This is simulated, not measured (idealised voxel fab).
Presented below is a process module, voxel quadruple lines.
Square cell edge 5 nm, section width 150 nm, ID cut.
Cross-section, as written here: a square-cell grid given band by band from the top down, where a band holds one or more rows of cells.
In this notation a band is specified by the heights of its top and bottom, in that order and in nm, after which its materials appear from left to right, each paired with its width in nm. The word "edge to edge" attached to a single material means that material fills the band from edge to edge; the word "empty" stands for empty space.
Heights are reckoned from 0. Under this level, the received wafer is all of one material. The bottommost band is open-ended downward, for example "0..down".
Per-row width for "30 to 40": begins at first number (top row of band), ends at second number (bottom row), increment between rows held constant.
"no modification" -> step changed no cross-section cell.
"Enclosed internal voids" contains a list of empty spaces, each no smaller than 8 cells and without an open way to the top, written in the form width x height at distance with the distance from the left edge and all three in nm.
Formally, on a step line, whatever follows the settings is a remark that the simulator itself makes on the step.
A step line may carry the setting "overlay nm", which, for steps involving a mask, states the distance by which the mask lay to the right of its intended position; negative values denote displacement to the left.
STEPS PLANNED FOR THE PROCESS
- 1: op RECEIVE | material Si
- 2: op CONFORMAL_DEP | material Al2O3 | thk nm 10
- 3: op DIRECTIONAL_DEP | material W | thk nm 10
- 4: op DIRECTIONAL_DEP | material polySi | thk nm 20
- 5: op DIRECTIONAL_DEP | material aC | thk nm 20
- 6: op PATTERN | tone cover | mask id MANDREL | material resist | width nm 30 | thk nm 30 | overlay nm 0
- 7: op DIRECTIONAL_ETCH | etch materials aC | depth nm 20
- 8: op STRIP | etch materials resist
- 9: op CONFORMAL_DEP | material SiO2 | thk nm 10
- 10: op DIRECTIONAL_ETCH | etch materials SiO2 | depth nm 10
- 11: op STRIP | etch materials aC
- 12: op DIRECTIONAL_ETCH | etch materials polySi | depth nm 20
- 13: op STRIP | etch materials SiO2
- 14: op CONFORMAL_DEP | material SiCN | thk nm 10
- 15: op DIRECTIONAL_ETCH | etch materials SiCN | depth nm 10
- 16: op STRIP | etch materials polySi
- 17: op DIRECTIONAL_ETCH | etch materials W | depth nm 10
- 18: op STRIP | etch materials SiCN
CROSS-SECTION OF THE WAFER AS IT CAME TO US, I.E., ALREADY THROUGH STEP 1
> 0..down = Si edge to edge
> Enclosed internal voids: none
A WAFER AT THE END: THIS START, THIS PLAN, ONE MISTAKE
> 20..10 = 35 nm empty  10 nm W  10 nm empty  10 nm W  10 nm empty  10 nm W  10 nm empty  10 nm W  45 nm empty
> 10..0 = Al2O3 edge to edge
> 0..down = Si edge to edge
> Enclosed internal voids: none
Where did the run depart from the plan? in deviation from the planned setting, step 6 was conducted as op PATTERN | tone cover | mask id MANDREL | material resist | width nm 30 | thk nm 30 | overlay nm -5
